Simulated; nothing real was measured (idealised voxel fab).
The following process module bears the name voxel local oxidation.
Shown is cross-section cut, with a width of 145 nm and square cells of size 5 nm.
If you're reading a cross-section in this doc, picture square cells in a grid; it comes to you as bands, top ones listed first down to the bottom, and a band can be one or more rows of cells.
A band entry consists of two parts. The first gives the height of the band's top and the height of its bottom, in nm. The rest lists the band's materials from left to right, each with its width in nm. A single material labelled with the word "full width" fills the band from edge to edge, and the word "blank" marks empty space.
Counting heights begins at 0, where everything beneath is, in the wafer as received, one material. The lowest band has no bottom; it goes on downwards, as "0 down" shows.
A width such as "30..40" changes by the same amount from each row of cells to the next, from the band's top row to its bottom row.
"remains unaltered" after a step means that no cell of the cross-section changed.
Empty spaces without an open route to the top, at least 8 cells in extent, make up the entry "Closed empty spaces"; each is given as width x height at distance, where the distance is measured from the left edge, and all are in nm.
If you see something after the settings on a step's line, that's the simulator's own remark about that step.
overlay nm: mask right of planned place by this much (step with mask). Neg. = left.
STEPS IN THE PROCESS PLAN
1 RECEIVE,material Si
2 CONFORMAL_DEP,material SiO2,thk nm 5
3 CONFORMAL_DEP,material SiN,thk nm 10
4 PATTERN,tone cover,mask id ACTIVE,material resist,width nm 100,thk nm 20,overlay nm -5
5 DIRECTIONAL_ETCH,etch materials SiN,depth nm 10
6 STRIP,etch materials resist
7 SELECTIVE_ETCH,etch materials SiO2,depth nm 5
8 OXIDIZE,depth nm 15
9 STRIP,etch materials SiN
For this document, wafers share an identical start and vary in the step 4 overlay nm; the plan quotes the first wafer's value.
THE FIRST OF SEVERAL WAFERS IN CROSS-SECTION, EXACTLY AS IT REACHED US AFTER STEP 1
> 0 down | Si full width
> Closed empty spaces: none
WAFER CROSS-SECTION (FIRST OF SEVERAL) - MODULE END, POST STEP 9 (LAST STEP)
> 5 to 0 | 20 blank | 90 SiO2 | 35 blank
> 0 to -15 | 35 SiO2 | 60 Si | 50 SiO2
> -15 down | Si full width
> Closed empty spaces: none
LAST WAFER, END OF MODULE, CROSS-SECTION
> 5 to 0 | 35 blank | 90 SiO2 | 20 blank
> 0 to -15 | 50 SiO2 | 60 Si | 35 SiO2
> -15 down | Si full width
> Closed empty spaces: none
PER WAFER (ROW), END OF MODULE: DELTA IN CELLS PER MATERIAL SINCE RECEIPT, (+) FOR GAINED, (-) FOR LOST; CLOSED VOIDS AFTER THAT
overlay nm -5 | -51 Si | +69 SiO2 | Closed empty spaces: none
overlay nm 0 | -51 Si | +69 SiO2 | Closed empty spaces: none
overlay nm 5 | -51 Si | +69 SiO2 | Closed empty spaces: none
overlay nm 10 | -51 Si | +69 SiO2 | Closed empty spaces: none
